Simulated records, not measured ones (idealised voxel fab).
Process module in this document: voxel self aligned contacts
FYI the section here is cut, 275 nm wide, cells are 5 nm squares.
Throughout this document, each cross-section is represented as a grid of square cells and is presented as a sequence of bands enumerated from the top downward, where a band comprises one or more rows of cells.
Within each band entry, the heights of the top and of the bottom of the band appear first, in that order and in nm; the materials of the band then follow from left to right, each with its corresponding width in nm. The designation "all across" on a single material indicates that it fills the band from edge to edge; the designation "empty" indicates empty space.
Zero point of the height axis is 0; under it, received wafer = one material. Lowest band: continues down indefinitely, "0 -> down".
Width spec "30->40" -> top row of cells at first value, bottom row at second value, equal per-row change in between.
Given "remains unaltered" for a step, no cell of the cross-section differs between before and after that step.
Voids not open to the top, 8 cells minimum: see "Unvented cavities". Written width x height at distance; distance is from the left edge; nm.
Text after the settings on a step's line: the simulator's own remark on that step.
overlay nm: how far to the right of its planned place the mask lay on this masked step (negative: to the left).
So here's the lineup of process steps we planned:
| 1 | RECEIVE (material Si) |
| 2 | OXIDIZE (depth nm 5) |
| 3 | DIRECTIONAL_DEP (material polySi; thk nm 30) |
| 4 | DIRECTIONAL_DEP (material SiN; thk nm 20) |
| 5 | PATTERN (tone cover; mask id GATE; material resist; width nm 35; pitch nm 65; thk nm 20; overlay nm 0) |
| 6 | DIRECTIONAL_ETCH (etch materials SiN; depth nm 20) |
| 7 | DIRECTIONAL_ETCH (etch materials polySi; depth nm 30) |
| 8 | STRIP (etch materials resist) |
| 9 | CONFORMAL_DEP (material SiN; thk nm 5) |
| 10 | DIRECTIONAL_ETCH (etch materials SiN; depth nm 5) |
| 11 | FILL_DEP (material SiO2; thk nm 10) |
| 12 | CMP (height nm 55) |
| 13 | PATTERN (tone open; mask id CONTACT; material resist; width nm 40; pitch nm 65; thk nm 15; overlay nm 0) |
| 14 | DIRECTIONAL_ETCH (etch materials SiO2; depth nm 60) |
| 15 | STRIP (etch materials resist) |
| 16 | CONFORMAL_DEP (material TiN; thk nm 5) |
| 17 | FILL_DEP (material W; thk nm 5) |
| 18 | CMP (height nm 55) |
| 19 | CONFORMAL_DEP (material SiCN; thk nm 5) |
The wafers are alike at the start. At step 9, their thk nm differs. The plan lists the first wafer's value.
As-received cross-section, first of several wafers, post step 1:
    0 -> down  Si all across
    Unvented cavities: none
Wafer rows, end of module: cells per material gained (+) or lost (-) since receipt; closed voids last:
thk nm 5, -55 Si, +55 SiCN, +144 SiN, +286 SiO2, +60 TiN, +44 W, +126 polySi, Unvented cavities: none
thk nm 10, -55 Si, +55 SiCN, +259 SiN, +235 SiO2, +40 TiN, +126 polySi, Unvented cavities: none
thk nm 15, -55 Si, +55 SiCN, +335 SiN, +199 SiO2, +126 polySi, Unvented cavities: none
thk nm 20, -55 Si, +55 SiCN, +367 SiN, +167 SiO2, +126 polySi, Unvented cavities: none
